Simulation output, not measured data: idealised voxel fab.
Proc. module: voxel self aligned contacts
This is section cut - it's 260 nm across, gridded in 5 nm square cells.
If you're reading a cross-section in this doc, picture square cells in a grid; it comes to you as bands, top ones listed first down to the bottom, and a band can be one or more rows of cells. Band: top height; bottom height; in nm. Then, left to right: material with width in nm, for each material. "edge to edge": a single material spanning edge to edge. "blank": empty space. Heads up on the height convention: 0 is the point under which the incoming wafer is all one material, and the lowest band has no bottom, it just keeps going down, like "z 0 and below". A two-number width, for instance "30->40", indicates that the width is equal to the first number in the top row of the band and to the second number in the bottom row, and that it changes by a constant amount per row of cells. "changes: none" for a step: no cell of the cross-section changed in that step. The entry titled "Sealed-off cavities" provides the empty spaces that have no open way to the top, restricted to those of 8 cells or more. Each is presented as width x height at distance, the distance being measured from the left edge, with all three in nm. Whatever follows a step's settings on its line is a remark the simulator itself makes about that step. You can add "overlay nm" to a step's line. For a step with a mask, it describes how far the mask lay to the right of its planned position, and a negative number describes a lay to the left.

**These are the steps we planned for the process**
1 RECEIVE, material Si
2 OXIDIZE, depth nm 5
3 DIRECTIONAL_DEP, material polySi, thk nm 20
4 DIRECTIONAL_DEP, material SiN, thk nm 20
5 PATTERN, tone cover, mask id GATE, material resist, width nm 35, pitch nm 60, thk nm 15, overlay nm 0
6 DIRECTIONAL_ETCH, etch materials SiN, depth nm 20
7 DIRECTIONAL_ETCH, etch materials polySi, depth nm 20
8 STRIP, etch materials resist
9 CONFORMAL_DEP, material SiN, thk nm 5
10 DIRECTIONAL_ETCH, etch materials SiN, depth nm 5
11 FILL_DEP, material SiO2, thk nm 15
12 CMP, height nm 45
13 PATTERN, tone open, mask id CONTACT, material resist, width nm 45, thk nm 15, overlay nm 0
14 DIRECTIONAL_ETCH, etch materials SiO2, depth nm 50
15 STRIP, etch materials resist
16 CONFORMAL_DEP, material TiN, thk nm 5
17 FILL_DEP, material Ru, thk nm 5
18 CMP, height nm 45
19 CONFORMAL_DEP, material SiCN, thk nm 5

**As received (post step 1): cross-section**
  z 0 and below  Si edge to edge
  Sealed-off cavities: none

**End-of-module cross-section of the first of two wafers, processed as planned**
  z 50 to 45  SiCN edge to edge
  z 45 to 40  SiO2 (105), TiN (20), Ru (5), TiN (20), SiO2 (110)
  z 40 to 20  SiO2 (75), SiN (45), TiN (5), Ru (5), TiN (5), SiN (45), SiO2 (80)
  z 20 to 0  SiO2 (75), SiN (5), polySi (35), SiN (5), TiN (5), Ru (5), TiN (5), SiN (5), polySi (35), SiN (5), SiO2 (80)
  z 0 to -5  SiO2 (120), TiN (15), SiO2 (125)
  z -5 and below  Si edge to edge
  Sealed-off cavities: none

**Cross-sectional view: second of two wafers, end of module; start and plan identical to the first, one mistake in running**
  z 50 to 45  SiCN edge to edge
  z 45 to 40  SiO2 (105), TiN (20), Ru (5), TiN (20), SiO2 (110)
  z 40 to 20  SiO2 (75), SiN (45), TiN (5), Ru (5), TiN (5), SiN (45), SiO2 (80)
  z 20 to 15  SiO2 (120), TiN (15), SiO2 (125)
  z 15 to 0  polySi edge to edge
  z 0 and below  Si edge to edge
  Sealed-off cavities: none
Here's what went sideways: so 2 and 3 got swapped relative to the plan, each ran where the other was supposed to
Final tally in cells, some materials are higher or lower on the second wafer than on the first: Ru: 4 fewer | Si: 52 more | SiN: 16 fewer | SiO2: 124 fewer | TiN: 8 fewer | polySi: 100 more
